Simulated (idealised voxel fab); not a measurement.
This section sets out a process module, namely voxel ribs on slabs.
Section shown: cut. Width: 285 nm. Cell size: 5 nm, square.
Think of the cross-section as a grid of square cells. We describe it in bands, top to bottom, and each band covers one or more rows of those cells.
Top height, bottom height, nm. Materials left to right, width each, nm. Single material + "all across" = fills band edge to edge. "air" = empty.
Height 0 is the level under which the wafer as received is all one material. The lowest band goes on downwards, as in "z 0 and below".
You'd read "30->40" like this: the band's top row of cells is as wide as the first number, its bottom row is as wide as the second, and going down, every row changes width by the same amount as the row before did.
No cell of the cross-section changed in a step that is given as "nothing got changed".
Cavities, sealed: empty space of 8 cells or more with no open way to the top, each as width x height at its distance from the left edge, in nm
On each step's line, the part that comes after the settings is the simulator's own comment on the step.
The line of a step may include "overlay nm". On a step with a mask, this value is how far to the right of its planned place the mask lay. A negative value means the mask lay to the left.
**Intended process steps**
1. RECEIVE with material Si
2. DIRECTIONAL_DEP with material SiO2, thk nm 20
3. DIRECTIONAL_DEP with material polySi, thk nm 25
4. PATTERN with tone cover, mask id RIB, material resist, width nm 30, thk nm 20, overlay nm 0
5. DIRECTIONAL_ETCH with etch materials polySi, depth nm 5
6. STRIP with etch materials resist
7. PATTERN with tone cover, mask id SLAB, material resist, width nm 60, thk nm 15, overlay nm 0
8. DIRECTIONAL_ETCH with etch materials polySi, depth nm 20
9. STRIP with etch materials resist
10. FILL_DEP with material SiO2, thk nm 30
11. CMP with height nm 65
12. DIRECTIONAL_DEP with material W, thk nm 10
13. PATTERN with tone cover, mask id HEATER, material resist, width nm 40, thk nm 15, overlay nm 0
14. DIRECTIONAL_ETCH with etch materials W, depth nm 10
15. STRIP with etch materials resist
16. CONFORMAL_DEP with material SiN, thk nm 5
**The first of two wafers, run as planned**
**Cross-section of the incoming wafer, state after step 1**
> z 0 and below | Si all across
> Cavities, sealed: none
**Presented here is a cross-section of the wafer after step 2 has been performed**
> z 20 to 0 | SiO2 all across
> Note: structure below 0 unchanged.
**Presented here is a cross-section of the wafer after step 3 has been performed**
> z 45 to 20 | polySi all across
> Note: structure below 20 unchanged.
**Presented here is a cross-section of the wafer after step 4 has been performed**
> z 65 to 45 | 125 air; 30 resist; 130 air
> Note: structure below 45 unchanged.
**Presented here is a cross-section of the wafer after step 5 has been performed**
> z 65 to 45 | 125 air; 30 resist; 130 air
> z 45 to 40 | 125 air; 30 polySi; 130 air
> Note: structure below 40 unchanged.
**Presented here is a cross-section of the wafer after step 6 has been performed**
> z 45 to 40 | 125 air; 30 polySi; 130 air
> Note: structure below 40 unchanged.
**Presented here is a cross-section of the wafer after step 7 has been performed**
> z 60 to 45 | 110 air; 60 resist; 115 air
> z 45 to 40 | 110 air; 15 resist; 30 polySi; 15 resist; 115 air
> Note: structure below 40 unchanged.
**Presented here is a cross-section of the wafer after step 8 has been performed**
> z 60 to 45 | 110 air; 60 resist; 115 air
> z 45 to 40 | 110 air; 15 resist; 30 polySi; 15 resist; 115 air
> z 40 to 20 | 110 air; 60 polySi; 115 air
> Note: structure below 20 unchanged.
**Presented here is a cross-section of the wafer after step 9 has been performed**
> z 45 to 40 | 125 air; 30 polySi; 130 air
> Note: structure below 40 unchanged.
**Presented here is a cross-section of the wafer after step 10 has been performed**
> z 75 to 45 | SiO2 all across
> z 45 to 40 | 125 SiO2; 30 polySi; 130 SiO2
> z 40 to 20 | 110 SiO2; 60 polySi; 115 SiO2
> Note: structure below 20 unchanged.
**Presented here is a cross-section of the wafer after step 11 has been performed**
> z 65 to 45 | SiO2 all across
> Note: structure below 45 unchanged.
**Presented here is a cross-section of the wafer after step 12 has been performed**
> z 75 to 65 | W all across
> Note: structure below 65 unchanged.
**Presented here is a cross-section of the wafer after step 13 has been performed**
> z 90 to 75 | 120 air; 40 resist; 125 air
> Note: structure below 75 unchanged.
**Presented here is a cross-section of the wafer after step 14 has been performed**
> z 90 to 75 | 120 air; 40 resist; 125 air
> z 75 to 65 | 120 air; 40 W; 125 air
> Note: structure below 65 unchanged.
**Presented here is a cross-section of the wafer after step 15 has been performed**
> z 75 to 65 | 120 air; 40 W; 125 air
> Note: structure below 65 unchanged.
**Presented here is a cross-section of the wafer after step 16 has been performed**
> z 80 to 75 | 115 air; 50 SiN; 120 air
> z 75 to 70 | 115 air; 5 SiN; 40 W; 5 SiN; 120 air
> z 70 to 65 | 120 SiN; 40 W; 125 SiN
> Note: structure below 65 unchanged.
**It is to be noted that the second wafer proceeded from the same initial state and according to the same plan as the first, although one mistake was committed in its execution; through step 2, inclusive, the two wafers share an identical history**
**Here is the second wafer in cross-section at the point where step 3 of the plan should have been done**
> z 70 to 20 | polySi all across
> Note: structure below 20 unchanged.
**Here is the second wafer in cross-section at the point where step 4 of the plan should have been done**
> z 90 to 70 | 125 air; 30 resist; 130 air
> Note: structure below 70 unchanged.
**Here is the second wafer in cross-section at the point where step 5 of the plan should have been done**
> z 90 to 70 | 125 air; 30 resist; 130 air
> z 70 to 65 | 125 air; 30 polySi; 130 air
> Note: structure below 65 unchanged.
**Here is the second wafer in cross-section at the point where step 6 of the plan should have been done**
> z 70 to 65 | 125 air; 30 polySi; 130 air
> Note: structure below 65 unchanged.
**Here is the second wafer in cross-section at the point where step 7 of the plan should have been done**
> z 85 to 70 | 110 air; 60 resist; 115 air
> z 70 to 65 | 110 air; 15 resist; 30 polySi; 15 resist; 115 air
> Note: structure below 65 unchanged.
**Here is the second wafer in cross-section at the point where step 8 of the plan should have been done**
> z 85 to 70 | 110 air; 60 resist; 115 air
> z 70 to 65 | 110 air; 15 resist; 30 polySi; 15 resist; 115 air
> z 65 to 45 | 110 air; 60 polySi; 115 air
> Note: structure below 45 unchanged.
**Here is the second wafer in cross-section at the point where step 9 of the plan should have been done**
> z 70 to 65 | 125 air; 30 polySi; 130 air
> Note: structure below 65 unchanged.
**Here is the second wafer in cross-section at the point where step 10 of the plan should have been done**
> z 100 to 70 | SiO2 all across
> z 70 to 65 | 125 SiO2; 30 polySi; 130 SiO2
> z 65 to 45 | 110 SiO2; 60 polySi; 115 SiO2
> Note: structure below 45 unchanged.
**Here is the second wafer in cross-section at the point where step 11 of the plan should have been done**
> z 65 to 45 | 110 SiO2; 60 polySi; 115 SiO2
> Note: structure below 45 unchanged.
**Here is the second wafer in cross-section at the point where step 12 of the plan should have been done**
> z 75 to 65 | W all across
> Note: structure below 65 unchanged.
**Here is the second wafer in cross-section at the point where step 13 of the plan should have been done**
> z 90 to 75 | 120 air; 40 resist; 125 air
> Note: structure below 75 unchanged.
**Here is the second wafer in cross-section at the point where step 14 of the plan should have been done**
> z 90 to 75 | 120 air; 40 resist; 125 air
> z 75 to 65 | 120 air; 40 W; 125 air
> Note: structure below 65 unchanged.
**Here is the second wafer in cross-section at the point where step 15 of the plan should have been done**
> z 75 to 65 | 120 air; 40 W; 125 air
> Note: structure below 65 unchanged.
**Here is the second wafer in cross-section at the point where step 16 of the plan should have been done**
> z 80 to 75 | 115 air; 50 SiN; 120 air
> z 75 to 70 | 115 air; 5 SiN; 40 W; 5 SiN; 120 air
> z 70 to 65 | 120 SiN; 40 W; 125 SiN
> Note: structure below 65 unchanged.
The mistake made against the process plan was this: step 3 of the plan was twice carried out
Final difference in cells, second wafer against first, listed per material as more or fewer: SiO2 -279; polySi +279
